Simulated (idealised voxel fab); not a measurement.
Proc. module: voxel wiring stack
The width of the displayed cross-section, cut, is 165 nm; its cells are square, with a size of 5 nm.
A cross-section is written here as square cells arranged in a grid, and it is given in bands from the top down, each band taking up one or more rows of cells. Top, bottom (nm), then materials left to right with widths (nm); lone material tagged "all across" fills the whole band edge to edge; "blank" = empty space. Basically, 0 is our baseline, since under it the wafer straight out of the box is all one material. The bottom band has no lower end and keeps on going down, so it looks like "top 0, no bottom". A width such as "30->40" changes by the same amount from each row of cells to the next, from the band's top row to its bottom row. Any step labelled "nothing altered" changed none of the cells in the cross-section. The label "Closed void catalog" introduces a list of the empty spaces, 8 cells or larger, that have no open way up to the top; each entry in it reads width x height at distance, where the distance is taken from the left edge and all three are stated in nm. Text after the settings on a step's line: the simulator's own remark on that step. overlay nm: mask right of planned place by this much (step with mask). Neg. = left.

[Set out below are the planned steps of the process]
step 1: RECEIVE: material Si
step 2: CONFORMAL_DEP: material SiO2, thk nm 10
step 3: DIRECTIONAL_DEP: material TiN, thk nm 5
step 4: DIRECTIONAL_DEP: material Ru, thk nm 25
step 5: DIRECTIONAL_DEP: material aC, thk nm 15
step 6: PATTERN: tone cover, mask id METAL_1, material resist, width nm 25, pitch nm 45, thk nm 35, overlay nm 0
step 7: DIRECTIONAL_ETCH: etch materials aC, depth nm 15
step 8: STRIP: etch materials resist
step 9: DIRECTIONAL_ETCH: etch materials Ru, depth nm 25
step 10: DIRECTIONAL_ETCH: etch materials TiN, depth nm 5
step 11: STRIP: etch materials aC
step 12: FILL_DEP: material SiO2, thk nm 5
step 13: CMP: height nm 40
step 14: CONFORMAL_DEP: material SiCN, thk nm 5
step 15: DIRECTIONAL_DEP: material SiO2, thk nm 15
step 16: DIRECTIONAL_DEP: material aC, thk nm 10
step 17: PATTERN: tone open, mask id PLUG_1, material resist, width nm 15, thk nm 30, overlay nm 0
step 18: DIRECTIONAL_ETCH: etch materials aC, depth nm 10
step 19: STRIP: etch materials resist
step 20: DIRECTIONAL_ETCH: etch materials SiO2, depth nm 15
step 21: DIRECTIONAL_ETCH: etch materials SiCN, depth nm 5
step 22: STRIP: etch materials aC
step 23: CONFORMAL_DEP: material TiN, thk nm 5
step 24: FILL_DEP: material W, thk nm 10
step 25: CMP: height nm 60
step 26: DIRECTIONAL_DEP: material TiN, thk nm 5
step 27: DIRECTIONAL_DEP: material W, thk nm 20
step 28: DIRECTIONAL_DEP: material aC, thk nm 10
step 29: PATTERN: tone cover, mask id METAL_2, material resist, width nm 25, pitch nm 45, thk nm 30, overlay nm 0
step 30: DIRECTIONAL_ETCH: etch materials aC, depth nm 5
step 31: STRIP: etch materials resist
step 32: DIRECTIONAL_ETCH: etch materials W, depth nm 20
step 33: DIRECTIONAL_ETCH: etch materials TiN, depth nm 5
step 34: STRIP: etch materials aC
step 35: CONFORMAL_DEP: material SiCN, thk nm 5
step 36: FILL_DEP: material SiO2, thk nm 5
step 37: CMP: height nm 85
step 38: CONFORMAL_DEP: material SiCN, thk nm 5
Across this set of wafers, the varied parameter is the depth nm of step 30. Starting conditions are identical for every wafer, and the plan reports the value assigned to the first wafer.

[Cross-section, first of several wafers, as delivered after step 1]
    top 0, no bottom: Si all across
    Closed void catalog: none

[First of several wafers, sectioned at end of module (last step: step 38)]
    top 90, bottom 85: SiCN all across
    top 85, bottom 65: W all across
    top 65, bottom 60: TiN all across
    top 60, bottom 45: 45 nm SiO2, 5 nm TiN, 5 nm W, 5 nm TiN, 105 nm SiO2
    top 45, bottom 40: 45 nm SiCN, 15 nm TiN, 105 nm SiCN
    top 40, bottom 15: 45 nm SiO2, 25 nm Ru, 20 nm SiO2, 25 nm Ru, 50 nm SiO2
    top 15, bottom 10: 45 nm SiO2, 25 nm TiN, 20 nm SiO2, 25 nm TiN, 50 nm SiO2
    top 10, bottom 0: SiO2 all across
    top 0, no bottom: Si all across
    Closed void catalog: none

[Cross-section, module end, final of several wafers]
    top 90, bottom 85: SiCN all across
    top 85, bottom 65: 40 nm SiO2, 5 nm SiCN, 25 nm W, 5 nm SiCN, 10 nm SiO2, 5 nm SiCN, 25 nm W, 5 nm SiCN, 45 nm SiO2
    top 65, bottom 60: 45 nm SiCN, 25 nm TiN, 20 nm SiCN, 25 nm TiN, 50 nm SiCN
    top 60, bottom 45: 45 nm SiO2, 5 nm TiN, 5 nm W, 5 nm TiN, 105 nm SiO2
    top 45, bottom 40: 45 nm SiCN, 15 nm TiN, 105 nm SiCN
    top 40, bottom 15: 45 nm SiO2, 25 nm Ru, 20 nm SiO2, 25 nm Ru, 50 nm SiO2
    top 15, bottom 10: 45 nm SiO2, 25 nm TiN, 20 nm SiO2, 25 nm TiN, 50 nm SiO2
    top 10, bottom 0: SiO2 all across
    top 0, no bottom: Si all across
    Closed void catalog: none

[Here is how to read the rows: every wafer has a row, and it shows the wafer at the end of the module, giving for each material how many cells were gained (+) or lost (-) since the wafer was received, then listing its closed voids]
depth nm 5; +50 Ru; +63 SiCN; +294 SiO2; +52 TiN; +135 W; Closed void catalog: none
depth nm 10; +50 Ru; +102 SiCN; +370 SiO2; +29 TiN; +43 W; Closed void catalog: none
depth nm 15; +50 Ru; +102 SiCN; +370 SiO2; +29 TiN; +43 W; Closed void catalog: none
depth nm 20; +50 Ru; +102 SiCN; +370 SiO2; +29 TiN; +43 W; Closed void catalog: none
depth nm 25; +50 Ru; +102 SiCN; +370 SiO2; +29 TiN; +43 W; Closed void catalog: none
